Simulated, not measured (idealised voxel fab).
process module | voxel double patterning
cross-section cut | 175 nm wide | cells 5 nm
A cross-section is a grid of square cells, given in bands from the top down. A band is one or more rows of cells.
Each band's line starts with the height of the band's top and of its bottom, in nm. Then come its materials from left to right, each with its width in nm. One material with "throughout" fills the band from edge to edge. "air" is empty space.
Height 0 is the level under which the wafer as received is all one material. The lowest band goes on downwards, as in "0 down".
A width such as "30 to 40" changes by the same amount from each row of cells to the next, from the band's top row to its bottom row.
"no change" after a step means that no cell of the cross-section changed.
closed voids: empty space of 8 cells or more with no open way to the top, each as width x height at its distance from the left edge, in nm
after a step's settings: what the simulator itself notes on the step
overlay nm, on a step with a mask: how far to the right of its planned place the mask lay; to the left if negative
plan
1 op RECEIVE | material Si
2 op CONFORMAL_DEP | material SiN | thk nm 10
3 op DIRECTIONAL_DEP | material SiO2 | thk nm 15
4 op DIRECTIONAL_DEP | material SiCN | thk nm 5
5 op MASKED_ETCH | tone open | mask id FIRST | width nm 15 | pitch nm 50 | etch materials SiCN | depth nm 5 | overlay nm 0
6 op DIRECTIONAL_DEP | material aC | thk nm 15
7 op PATTERN | tone open | mask id SECOND | material resist | width nm 15 | thk nm 35 | overlay nm 0
8 op DIRECTIONAL_ETCH | etch materials aC | depth nm 15
9 op STRIP | etch materials resist
10 op DIRECTIONAL_ETCH | etch materials SiCN | depth nm 5
11 op STRIP | etch materials aC
12 op DIRECTIONAL_ETCH | etch materials SiO2 | depth nm 15
13 op STRIP | etch materials SiCN
first wafer, as planned
as received, after step 1
  0 down: Si throughout
  closed voids: none
after step 2
  10 to 0: SiN throughout
  below 0: unchanged
after step 3
  25 to 10: SiO2 throughout
  below 10: unchanged
after step 4
  30 to 25: SiCN throughout
  below 25: unchanged
after step 5
  30 to 25: SiCN 55 | air 15 | SiCN 35 | air 15 | SiCN 55
  below 25: unchanged
after step 6
  45 to 40: aC 55 | air 15 | aC 35 | air 15 | aC 55
  40 to 30: aC throughout
  30 to 25: SiCN 55 | aC 15 | SiCN 35 | aC 15 | SiCN 55
  below 25: unchanged
after step 7
  80 to 45: resist 80 | air 15 | resist 80
  45 to 40: aC 55 | resist 15 | aC 35 | resist 15 | aC 55
  below 40: unchanged
after step 8
  65 to 45: resist 80 | air 15 | resist 80
  45 to 40: aC 55 | resist 15 | aC 10 | air 15 | aC 10 | resist 15 | aC 55
  40 to 30: aC 80 | air 15 | aC 80
  below 30: unchanged
after step 9
  45 to 40: aC 55 | air 15 | aC 10 | air 15 | aC 10 | air 15 | aC 55
  below 40: unchanged
after step 10
  45 to 40: aC 55 | air 15 | aC 10 | air 15 | aC 10 | air 15 | aC 55
  40 to 30: aC 80 | air 15 | aC 80
  30 to 25: SiCN 55 | aC 15 | SiCN 10 | air 15 | SiCN 10 | aC 15 | SiCN 55
  below 25: unchanged
after step 11
  30 to 25: SiCN 55 | air 15 | SiCN 10 | air 15 | SiCN 10 | air 15 | SiCN 55
  below 25: unchanged
after step 12
  30 to 25: SiCN 55 | air 15 | SiCN 10 | air 15 | SiCN 10 | air 15 | SiCN 55
  25 to 10: SiO2 55 | air 15 | SiO2 10 | air 15 | SiO2 10 | air 15 | SiO2 55
  below 10: unchanged
after step 13
  25 to 10: SiO2 55 | air 15 | SiO2 10 | air 15 | SiO2 10 | air 15 | SiO2 55
  below 10: unchanged
second wafer: like start, like plan, one mistake. Through step 2 it matches the first wafer
when step 3 should have ended
  20 to 10: SiO2 throughout
  below 10: unchanged
when step 4 should have ended
  25 to 20: SiCN throughout
  below 20: unchanged
when step 5 should have ended
  25 to 20: SiCN 55 | air 15 | SiCN 35 | air 15 | SiCN 55
  below 20: unchanged
when step 6 should have ended
  40 to 35: aC 55 | air 15 | aC 35 | air 15 | aC 55
  35 to 25: aC throughout
  25 to 20: SiCN 55 | aC 15 | SiCN 35 | aC 15 | SiCN 55
  below 20: unchanged
when step 7 should have ended
  75 to 40: resist 80 | air 15 | resist 80
  40 to 35: aC 55 | resist 15 | aC 35 | resist 15 | aC 55
  below 35: unchanged
when step 8 should have ended
  60 to 40: resist 80 | air 15 | resist 80
  40 to 35: aC 55 | resist 15 | aC 10 | air 15 | aC 10 | resist 15 | aC 55
  35 to 25: aC 80 | air 15 | aC 80
  below 25: unchanged
when step 9 should have ended
  40 to 35: aC 55 | air 15 | aC 10 | air 15 | aC 10 | air 15 | aC 55
  below 35: unchanged
when step 10 should have ended
  40 to 35: aC 55 | air 15 | aC 10 | air 15 | aC 10 | air 15 | aC 55
  35 to 25: aC 80 | air 15 | aC 80
  25 to 20: SiCN 55 | aC 15 | SiCN 10 | air 15 | SiCN 10 | aC 15 | SiCN 55
  below 20: unchanged
when step 11 should have ended
  25 to 20: SiCN 55 | air 15 | SiCN 10 | air 15 | SiCN 10 | air 15 | SiCN 55
  below 20: unchanged
when step 12 should have ended
  25 to 20: SiCN 55 | air 15 | SiCN 10 | air 15 | SiCN 10 | air 15 | SiCN 55
  20 to 10: SiO2 55 | air 15 | SiO2 10 | air 15 | SiO2 10 | air 15 | SiO2 55
  below 10: unchanged
when step 13 should have ended
  20 to 10: SiO2 55 | air 15 | SiO2 10 | air 15 | SiO2 10 | air 15 | SiO2 55
  below 10: unchanged
what went wrong: step 3 ran as: op DIRECTIONAL_DEP | material SiO2 | thk nm 10
at the end the second wafer has, in cells: 26 fewer of SiO2
